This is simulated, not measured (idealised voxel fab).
process module | voxel wiring stack
cross-section cut | 240 nm wide | cells 5 nm
A cross-section is a grid of square cells, given in bands from the top down. A band is one or more rows of cells.
Each band's line starts with the height of the band's top and of its bottom, in nm. Then come its materials from left to right, each with its width in nm. One material with "throughout" fills the band from edge to edge. "air" is empty space.
Height 0 is the level under which the wafer as received is all one material. The lowest band goes on downwards, as in "0 down".
A width such as "30 to 40" changes by the same amount from each row of cells to the next, from the band's top row to its bottom row.
"no change" after a step means that no cell of the cross-section changed.
closed voids: empty space of 8 cells or more with no open way to the top, each as width x height at its distance from the left edge, in nm
after a step's settings: what the simulator itself notes on the step
overlay nm, on a step with a mask: how far to the right of its planned place the mask lay; to the left if negative
plan
1 op RECEIVE | material Si
2 op CONFORMAL_DEP | material SiO2 | thk nm 15
3 op CONFORMAL_DEP | material SiN | thk nm 5
4 op DIRECTIONAL_DEP | material lowk | thk nm 20
5 op MASKED_ETCH | tone open | mask id METAL_1 | width nm 30 | pitch nm 50 | etch materials lowk | depth nm 20 | overlay nm 0
6 op MASKED_ETCH | tone open | mask id METAL_1 | width nm 30 | pitch nm 50 | etch materials SiN | depth nm 5 | overlay nm 0
7 op CONFORMAL_DEP | material TiN | thk nm 5
8 op FILL_DEP | material Cu | thk nm 5
9 op CMP | height nm 40
10 op CONFORMAL_DEP | material SiCN | thk nm 5
11 op DIRECTIONAL_DEP | material SiO2 | thk nm 35
12 op DIRECTIONAL_DEP | material aC | thk nm 15
13 op PATTERN | tone open | mask id METAL_2 | material resist | width nm 30 | pitch nm 50 | thk nm 35 | overlay nm 0
14 op DIRECTIONAL_ETCH | etch materials aC | depth nm 15
15 op STRIP | etch materials resist
16 op DIRECTIONAL_ETCH | etch materials SiO2 | depth nm 20
17 op STRIP | etch materials aC
18 op MASKED_ETCH | tone open | mask id METAL_2_HOLES | width nm 15 | pitch nm 50 | etch materials SiO2 | depth nm 15 | overlay nm 0
19 op MASKED_ETCH | tone open | mask id METAL_2_HOLES | width nm 15 | pitch nm 50 | etch materials SiCN | depth nm 5 | overlay nm 0
20 op CONFORMAL_DEP | material TiN | thk nm 5
21 op FILL_DEP | material Cu | thk nm 10
22 op CMP | height nm 80
23 op CONFORMAL_DEP | material SiCN | thk nm 5
24 op DIRECTIONAL_DEP | material SiO2 | thk nm 30
25 op DIRECTIONAL_DEP | material aC | thk nm 15
26 op PATTERN | tone open | mask id METAL_3_HOLES | material resist | width nm 15 | thk nm 30 | overlay nm 0
27 op DIRECTIONAL_ETCH | etch materials aC | depth nm 15
28 op STRIP | etch materials resist
29 op DIRECTIONAL_ETCH | etch materials SiO2 | depth nm 30
30 op STRIP | etch materials aC
31 op DIRECTIONAL_DEP | material aC | thk nm 10
32 op PATTERN | tone open | mask id METAL_3 | material resist | width nm 30 | pitch nm 50 | thk nm 25 | overlay nm 0
33 op DIRECTIONAL_ETCH | etch materials aC | depth nm 10
34 op STRIP | etch materials resist
35 op DIRECTIONAL_ETCH | etch materials SiO2 | depth nm 15
36 op DIRECTIONAL_ETCH | etch materials SiCN | depth nm 5
37 op STRIP | etch materials aC
38 op CONFORMAL_DEP | material TiN | thk nm 5
39 op FILL_DEP | material Cu | thk nm 10
40 op CMP | height nm 115
41 op CONFORMAL_DEP | material SiCN | thk nm 5
as received, after step 1
  0 down: Si throughout
  closed voids: none
first wafer at the end, as planned
  120 to 115: SiCN throughout
  115 to 105: SiO2 80 | TiN 5 | Cu 20 | TiN 5 | SiO2 20 | TiN 5 | Cu 20 | TiN 5 | SiO2 80
  105 to 100: SiO2 80 | TiN 5 | Cu 5 | TiN 20 | SiO2 20 | TiN 30 | SiO2 80
  100 to 85: SiO2 80 | TiN 5 | Cu 5 | TiN 5 | SiO2 145
  85 to 80: SiCN 80 | TiN 15 | SiCN 145
  80 to 65: SiO2 80 | TiN 5 | Cu 20 | TiN 5 | SiO2 20 | TiN 5 | Cu 20 | TiN 5 | SiO2 80
  65 to 60: SiO2 80 | TiN 5 | Cu 5 | TiN 20 | SiO2 20 | TiN 5 | Cu 5 | TiN 20 | SiO2 80
  60 to 45: SiO2 80 | TiN 5 | Cu 5 | TiN 5 | SiO2 35 | TiN 5 | Cu 5 | TiN 5 | SiO2 95
  45 to 40: SiCN 80 | TiN 15 | SiCN 35 | TiN 15 | SiCN 95
  40 to 20: lowk 80 | TiN 5 | Cu 20 | TiN 5 | lowk 20 | TiN 5 | Cu 20 | TiN 5 | lowk 80
  20 to 15: SiN 80 | TiN 30 | SiN 20 | TiN 30 | SiN 80
  15 to 0: SiO2 throughout
  0 down: Si throughout
  closed voids: none
second wafer at the end: like start, like plan, one mistake
  120 to 115: SiCN throughout
  115 to 110: SiO2 80 | TiN 5 | Cu 5 | TiN 20 | SiO2 20 | TiN 30 | SiO2 80
  110 to 95: SiO2 80 | TiN 5 | Cu 5 | TiN 5 | SiO2 145
  95 to 90: SiCN 80 | TiN 15 | SiCN 145
  90 to 80: SiCN throughout
  80 to 65: SiO2 80 | TiN 5 | Cu 20 | TiN 5 | SiO2 20 | TiN 5 | Cu 20 | TiN 5 | SiO2 80
  65 to 60: SiO2 80 | TiN 5 | Cu 5 | TiN 20 | SiO2 20 | TiN 5 | Cu 5 | TiN 20 | SiO2 80
  60 to 45: SiO2 80 | TiN 5 | Cu 5 | TiN 5 | SiO2 35 | TiN 5 | Cu 5 | TiN 5 | SiO2 95
  45 to 40: SiCN 80 | TiN 15 | SiCN 35 | TiN 15 | SiCN 95
  40 to 20: lowk 80 | TiN 5 | Cu 20 | TiN 5 | lowk 20 | TiN 5 | Cu 20 | TiN 5 | lowk 80
  20 to 15: SiN 80 | TiN 30 | SiN 20 | TiN 30 | SiN 80
  15 to 0: SiO2 throughout
  0 down: Si throughout
  closed voids: none
what went wrong: step 23 ran as: op CONFORMAL_DEP | material SiCN | thk nm 15
at the end the second wafer has, in cells: 16 fewer of Cu | 96 more of SiCN | 72 fewer of SiO2 | 8 fewer of TiN
